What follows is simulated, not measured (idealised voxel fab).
process module | voxel quadruple lines
Cross-sectional view cut (width: 275 nm; square cell size: 5 nm).
Notation: cross-section as square-cell grid; stated in bands, top first, going down; one or more cell rows per band.
The band entry comprises the height of the band's top followed by the height of its bottom, expressed in nm, and subsequently the band's materials from left to right, each stated together with its width in nm. Where a single material is marked with the word "everywhere", that material fills the band from edge to edge. The word "air" represents empty space.
Below 0: as-received wafer, all one material; heights counted from there. Lowest band: no bottom, goes on down, written "top 0, no bottom".
A width given as "30..40" starts at the first number in the band's top row and ends at the second number in its bottom row, shifting by an equal amount at every step from row to row.
You'll sometimes find "left unchanged" written for a step, and that's the way of saying that nowhere in the cross-section did a cell change during that step.
"Sealed-off cavities" contains a list of empty spaces, each no smaller than 8 cells and without an open way to the top, written in the form width x height at distance with the distance from the left edge and all three in nm.
Step line, after settings: the simulator's comment on this step.
"overlay nm" on a masked step: distance the mask lay right of its planned place, negative for left.

# Here's what the planned process steps look like
1 RECEIVE,material Si
2 CONFORMAL_DEP,material SiO2,thk nm 10
3 DIRECTIONAL_DEP,material W,thk nm 10
4 DIRECTIONAL_DEP,material polySi,thk nm 15
5 DIRECTIONAL_DEP,material aC,thk nm 25
6 PATTERN,tone cover,mask id MANDREL,material resist,width nm 30,thk nm 35,overlay nm 0
7 DIRECTIONAL_ETCH,etch materials aC,depth nm 25
8 STRIP,etch materials resist
9 CONFORMAL_DEP,material SiO2,thk nm 10
10 DIRECTIONAL_ETCH,etch materials SiO2,depth nm 10
11 STRIP,etch materials aC
12 DIRECTIONAL_ETCH,etch materials polySi,depth nm 15
13 STRIP,etch materials SiO2
14 CONFORMAL_DEP,material SiCN,thk nm 10
15 DIRECTIONAL_ETCH,etch materials SiCN,depth nm 10
16 STRIP,etch materials polySi
17 DIRECTIONAL_ETCH,etch materials W,depth nm 10
18 STRIP,etch materials SiCN

# The first of two wafers, run as planned

# Wafer as received: cross-section following step 1
> top 0, no bottom  Si everywhere
> Sealed-off cavities: none

# The wafer in cross-section once step 2 is complete
> top 10, bottom 0  SiO2 everywhere
> Whatever lies below 0 is exactly as it was before.

# The wafer in cross-section once step 3 is complete
> top 20, bottom 10  W everywhere
> Whatever lies below 10 is exactly as it was before.

# The wafer in cross-section once step 4 is complete
> top 35, bottom 20  polySi everywhere
> Whatever lies below 20 is exactly as it was before.

# The wafer in cross-section once step 5 is complete
> top 60, bottom 35  aC everywhere
> Whatever lies below 35 is exactly as it was before.

# The wafer in cross-section once step 6 is complete
> top 95, bottom 60  air: 120 / resist: 30 / air: 125
> Whatever lies below 60 is exactly as it was before.

# The wafer in cross-section once step 7 is complete
> top 70, bottom 60  air: 120 / resist: 30 / air: 125
> top 60, bottom 35  air: 120 / aC: 30 / air: 125
> Whatever lies below 35 is exactly as it was before.

# The wafer in cross-section once step 8 is complete
> top 60, bottom 35  air: 120 / aC: 30 / air: 125
> Whatever lies below 35 is exactly as it was before.

# The wafer in cross-section once step 9 is complete
> top 70, bottom 60  air: 110 / SiO2: 50 / air: 115
> top 60, bottom 45  air: 110 / SiO2: 10 / aC: 30 / SiO2: 10 / air: 115
> top 45, bottom 35  SiO2: 120 / aC: 30 / SiO2: 125
> Whatever lies below 35 is exactly as it was before.

# The wafer in cross-section once step 10 is complete
> top 60, bottom 35  air: 110 / SiO2: 10 / aC: 30 / SiO2: 10 / air: 115
> Whatever lies below 35 is exactly as it was before.

# The wafer in cross-section once step 11 is complete
> top 60, bottom 35  air: 110 / SiO2: 10 / air: 30 / SiO2: 10 / air: 115
> Whatever lies below 35 is exactly as it was before.

# The wafer in cross-section once step 12 is complete
> top 60, bottom 35  air: 110 / SiO2: 10 / air: 30 / SiO2: 10 / air: 115
> top 35, bottom 20  air: 110 / polySi: 10 / air: 30 / polySi: 10 / air: 115
> Whatever lies below 20 is exactly as it was before.

# The wafer in cross-section once step 13 is complete
> top 35, bottom 20  air: 110 / polySi: 10 / air: 30 / polySi: 10 / air: 115
> Whatever lies below 20 is exactly as it was before.

# The wafer in cross-section once step 14 is complete
> top 45, bottom 35  air: 100 / SiCN: 30 / air: 10 / SiCN: 30 / air: 105
> top 35, bottom 30  air: 100 / SiCN: 10 / polySi: 10 / SiCN: 10 / air: 10 / SiCN: 10 / polySi: 10 / SiCN: 10 / air: 105
> top 30, bottom 20  SiCN: 110 / polySi: 10 / SiCN: 30 / polySi: 10 / SiCN: 115
> Whatever lies below 20 is exactly as it was before.

# The wafer in cross-section once step 15 is complete
> top 35, bottom 20  air: 100 / SiCN: 10 / polySi: 10 / SiCN: 10 / air: 10 / SiCN: 10 / polySi: 10 / SiCN: 10 / air: 105
> Whatever lies below 20 is exactly as it was before.

# The wafer in cross-section once step 16 is complete
> top 35, bottom 20  air: 100 / SiCN: 10 / air: 10 / SiCN: 10 / air: 10 / SiCN: 10 / air: 10 / SiCN: 10 / air: 105
> Whatever lies below 20 is exactly as it was before.

# The wafer in cross-section once step 17 is complete
> top 35, bottom 20  air: 100 / SiCN: 10 / air: 10 / SiCN: 10 / air: 10 / SiCN: 10 / air: 10 / SiCN: 10 / air: 105
> top 20, bottom 10  air: 100 / W: 10 / air: 10 / W: 10 / air: 10 / W: 10 / air: 10 / W: 10 / air: 105
> Whatever lies below 10 is exactly as it was before.

# The wafer in cross-section once step 18 is complete
> top 20, bottom 10  air: 100 / W: 10 / air: 10 / W: 10 / air: 10 / W: 10 / air: 10 / W: 10 / air: 105
> Whatever lies below 10 is exactly as it was before.

# Notes, second wafer: start = first wafer's, plan = first wafer's, execution had one mistake; history identical to first through step 13

# when step 14 should have ended
> top 40, bottom 35  air: 105 / SiCN: 20 / air: 20 / SiCN: 20 / air: 110
> top 35, bottom 25  air: 105 / SiCN: 5 / polySi: 10 / SiCN: 5 / air: 20 / SiCN: 5 / polySi: 10 / SiCN: 5 / air: 110
> top 25, bottom 20  SiCN: 110 / polySi: 10 / SiCN: 30 / polySi: 10 / SiCN: 115
> Whatever lies below 20 is exactly as it was before.

# when step 15 should have ended
> top 35, bottom 30  air: 110 / polySi: 10 / air: 30 / polySi: 10 / air: 115
> top 30, bottom 20  air: 105 / SiCN: 5 / polySi: 10 / SiCN: 5 / air: 20 / SiCN: 5 / polySi: 10 / SiCN: 5 / air: 110
> Whatever lies below 20 is exactly as it was before.

# when step 16 should have ended
> top 30, bottom 20  air: 105 / SiCN: 5 / air: 10 / SiCN: 5 / air: 20 / SiCN: 5 / air: 10 / SiCN: 5 / air: 110
> Whatever lies below 20 is exactly as it was before.

# when step 17 should have ended
> top 30, bottom 20  air: 105 / SiCN: 5 / air: 10 / SiCN: 5 / air: 20 / SiCN: 5 / air: 10 / SiCN: 5 / air: 110
> top 20, bottom 10  air: 105 / W: 5 / air: 10 / W: 5 / air: 20 / W: 5 / air: 10 / W: 5 / air: 110
> Whatever lies below 10 is exactly as it was before.

# when step 18 should have ended
> top 20, bottom 10  air: 105 / W: 5 / air: 10 / W: 5 / air: 20 / W: 5 / air: 10 / W: 5 / air: 110
> Whatever lies below 10 is exactly as it was before.
Heads up, the wafer didn't run the way we planned it: step 14 ran with different settings than intended, the actual operation and settings being CONFORMAL_DEP,material SiCN,thk nm 5
The closing comparison, in cells, has the second wafer with more or fewer of some materials than the first: -8 W
